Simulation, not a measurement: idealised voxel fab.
process module | voxel self aligned contacts
Displayed cross-section: cut, width of 145 nm, square cells sized 5 nm.
Think of the cross-section as a grid of square cells. We describe it in bands, top to bottom, and each band covers one or more rows of those cells. For a band, the entry starts with two heights in nm, that of the top and then that of the bottom, and carries on with the band's materials in order from left to right, each alongside its width in nm; the word "everywhere" beside a single material means it fills the band edge to edge, and "empty" means empty space. Where do heights start? At 0: under that level the wafer as delivered is made of one material only. And the lowest band has no floor; it just carries on downward, as in "0 -> down". A width given as "30 to 40" starts at the first number in the band's top row and ends at the second number in its bottom row, shifting by an equal amount at every step from row to row. Step marked "same as before"? Then no cell in the cross-section changed in it. Basically, "Enclosed cavity list" tells you about the enclosed voids: empty spaces with no open way to the top, 8 cells or bigger, each written width x height at distance, where distance is from the left edge, all in nm. Anything after a step's settings on that line? It's the simulator's own note about the step. The line of a step may include "overlay nm". On a step with a mask, this value is how far to the right of its planned place the mask lay. A negative value means the mask lay to the left.
**So here's the lineup of process steps we planned**
1. op RECEIVE | material Si
2. op CONFORMAL_DEP | material SiO2 | thk nm 5
3. op DIRECTIONAL_DEP | material polySi | thk nm 20
4. op DIRECTIONAL_DEP | material SiN | thk nm 20
5. op PATTERN | tone cover | mask id GATE | material resist | width nm 35 | pitch nm 70 | thk nm 15 | overlay nm 0
6. op DIRECTIONAL_ETCH | etch materials SiN | depth nm 20
7. op DIRECTIONAL_ETCH | etch materials polySi | depth nm 20
8. op STRIP | etch materials resist
9. op CONFORMAL_DEP | material SiN | thk nm 10
10. op DIRECTIONAL_ETCH | etch materials SiN | depth nm 10
11. op FILL_DEP | material SiO2 | thk nm 15
12. op CMP | height nm 55
13. op DIRECTIONAL_DEP | material aC | thk nm 15
14. op PATTERN | tone open | mask id CONTACT | material resist | width nm 55 | thk nm 30 | overlay nm 0
15. op DIRECTIONAL_ETCH | etch materials aC | depth nm 15
16. op STRIP | etch materials resist
17. op DIRECTIONAL_ETCH | etch materials SiO2 | depth nm 55
18. op STRIP | etch materials aC
19. op CONFORMAL_DEP | material TiN | thk nm 5
20. op FILL_DEP | material W | thk nm 10
21. op CMP | height nm 55
22. op CONFORMAL_DEP | material SiN | thk nm 5
**Cross-section: wafer on arrival = after step 1**
> 0 -> down | Si everywhere
> Enclosed cavity list: none
**Cross-section, first of two wafers, end of module, run as planned**
> 60 -> 55 | SiN everywhere
> 55 -> 45 | 45 nm SiO2; 5 to 25 nm TiN; 45 to 5 nm W; 5 to 25 nm TiN; 45 nm SiO2
> 45 -> 25 | 10 nm SiO2; 55 nm SiN; 5 nm TiN; 5 nm W; 5 nm TiN; 55 nm SiN; 10 nm SiO2
> 25 -> 5 | 10 nm SiO2; 10 nm SiN; 35 nm polySi; 10 nm SiN; 5 nm TiN; 5 nm W; 5 nm TiN; 10 nm SiN; 35 nm polySi; 10 nm SiN; 10 nm SiO2
> 5 -> 0 | 65 nm SiO2; 15 nm TiN; 65 nm SiO2
> 0 -> down | Si everywhere
> Enclosed cavity list: none
**Presented here is a cross-section of the second of the two wafers as it stood at the end of the module. It was started in the same manner and assigned the same plan as the first wafer; however, one mistake was made in its execution**
> 60 -> 55 | SiN everywhere
> 55 -> 45 | 40 to 5 nm W; 5 to 40 nm TiN; 55 nm SiO2; 5 to 40 nm TiN; 40 to 5 nm W
> 45 -> 25 | 5 nm W; 5 nm TiN; 55 nm SiN; 15 nm SiO2; 55 nm SiN; 5 nm TiN; 5 nm W
> 25 -> 5 | 5 nm W; 5 nm TiN; 10 nm SiN; 35 nm polySi; 10 nm SiN; 15 nm SiO2; 10 nm SiN; 35 nm polySi; 10 nm SiN; 5 nm TiN; 5 nm W
> 5 -> 0 | 10 nm TiN; 125 nm SiO2; 10 nm TiN
> 0 -> down | Si everywhere
> Enclosed cavity list: none
Diagnosis: step 14 did not happen as planned, as run it was op PATTERN | tone cover | mask id CONTACT | material resist | width nm 55 | thk nm 30 | overlay nm 0
End check, counted in cells, second wafer has more or fewer of these materials than the first: 23 fewer of SiO2, 7 more of TiN, 16 more of W
